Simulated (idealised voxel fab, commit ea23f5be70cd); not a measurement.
process module | voxel self aligned vias
cross-section cut | 190 nm wide | cells 5 nm
A cross-section is a grid of square cells, given in bands from the top down. A band is one or more rows of cells.
Each band's line starts with the height of the band's top and of its bottom, in nm. Then come its materials from left to right, each with its width in nm. One material with "throughout" fills the band from edge to edge. "air" is empty space.
Height 0 is the level under which the wafer as received is all one material. The lowest band goes on downwards, as in "0 down".
A width such as "30 to 40" changes by the same amount from each row of cells to the next, from the band's top row to its bottom row.
"no change" after a step means that no cell of the cross-section changed.
closed voids: empty space of 8 cells or more with no open way to the top, each as width x height at its distance from the left edge, in nm
after a step's settings: what the simulator itself notes on the step
overlay nm, on a step with a mask: how far to the right of its planned place the mask lay; to the left if negative
plan
1 op RECEIVE | material Si
2 op CONFORMAL_DEP | material SiO2 | thk nm 10
3 op CONFORMAL_DEP | material SiCN | thk nm 5
4 op DIRECTIONAL_DEP | material lowk | thk nm 30
5 op DIRECTIONAL_DEP | material aC | thk nm 10
6 op PATTERN | tone open | mask id LINES | material resist | width nm 30 | pitch nm 80 | thk nm 25 | overlay nm 0
7 op DIRECTIONAL_ETCH | etch materials aC | depth nm 10
8 op STRIP | etch materials resist
9 op DIRECTIONAL_ETCH | etch materials lowk | depth nm 30
10 op STRIP | etch materials aC
11 op CONFORMAL_DEP | material TiN | thk nm 5
12 op FILL_DEP | material Ru | thk nm 5
13 op CMP | height nm 45
14 op SELECTIVE_ETCH | etch materials W Ru TiN | depth nm 10
15 op FILL_DEP | material SiN | thk nm 5
16 op CMP | height nm 45
17 op DIRECTIONAL_DEP | material lowk | thk nm 20
18 op DIRECTIONAL_DEP | material aC | thk nm 10
19 op PATTERN | tone open | mask id VIAS | material resist | width nm 50 | pitch nm 80 | thk nm 25 | overlay nm 0
20 op DIRECTIONAL_ETCH | etch materials aC | depth nm 10
21 op STRIP | etch materials resist
22 op DIRECTIONAL_ETCH | etch materials lowk | depth nm 20
23 op DIRECTIONAL_ETCH | etch materials SiN | depth nm 10
24 op STRIP | etch materials aC
25 op CONFORMAL_DEP | material TiN | thk nm 5
26 op FILL_DEP | material W | thk nm 5
27 op CMP | height nm 65
28 op CONFORMAL_DEP | material SiCN | thk nm 5
as received, after step 1
  0 down: Si throughout
  closed voids: none
first wafer at the end, as planned
  70 to 65: SiCN throughout
  65 to 50: lowk 30 | TiN 5 | W 40 | TiN 5 | lowk 30 | TiN 5 | W 40 | TiN 5 | lowk 30
  50 to 40: lowk 30 to 40 | TiN 15 to 5 | W 20 | TiN 15 to 5 | lowk 30 to 50 | TiN 15 to 5 | W 20 | TiN 15 to 5 | lowk 30 to 40
  40 to 35: lowk 40 | TiN 30 | lowk 50 | TiN 30 | lowk 40
  35 to 20: lowk 40 | TiN 5 | Ru 20 | TiN 5 | lowk 50 | TiN 5 | Ru 20 | TiN 5 | lowk 40
  20 to 15: lowk 40 | TiN 30 | lowk 50 | TiN 30 | lowk 40
  15 to 10: SiCN throughout
  10 to 0: SiO2 throughout
  0 down: Si throughout
  closed voids: none
second wafer at the end: like start, like plan, one mistake
  70 to 65: SiCN throughout
  65 to 50: lowk 35 | TiN 5 | W 35 | TiN 5 | lowk 35 | TiN 5 | W 35 | TiN 5 | lowk 30
  50 to 40: lowk 35 to 40 | TiN 10 to 5 | W 20 | TiN 15 to 5 | lowk 35 to 50 | TiN 10 to 5 | W 20 | TiN 15 to 5 | lowk 30 to 40
  40 to 35: lowk 40 | TiN 30 | lowk 50 | TiN 30 | lowk 40
  35 to 20: lowk 40 | TiN 5 | Ru 20 | TiN 5 | lowk 50 | TiN 5 | Ru 20 | TiN 5 | lowk 40
  20 to 15: lowk 40 | TiN 30 | lowk 50 | TiN 30 | lowk 40
  15 to 10: SiCN throughout
  10 to 0: SiO2 throughout
  0 down: Si throughout
  closed voids: none
what went wrong: step 19 ran as: op PATTERN | tone open | mask id VIAS | material resist | width nm 45 | pitch nm 80 | thk nm 25 | overlay nm 0
at the end the second wafer has, in cells: 2 fewer of TiN | 6 fewer of W | 8 more of lowk
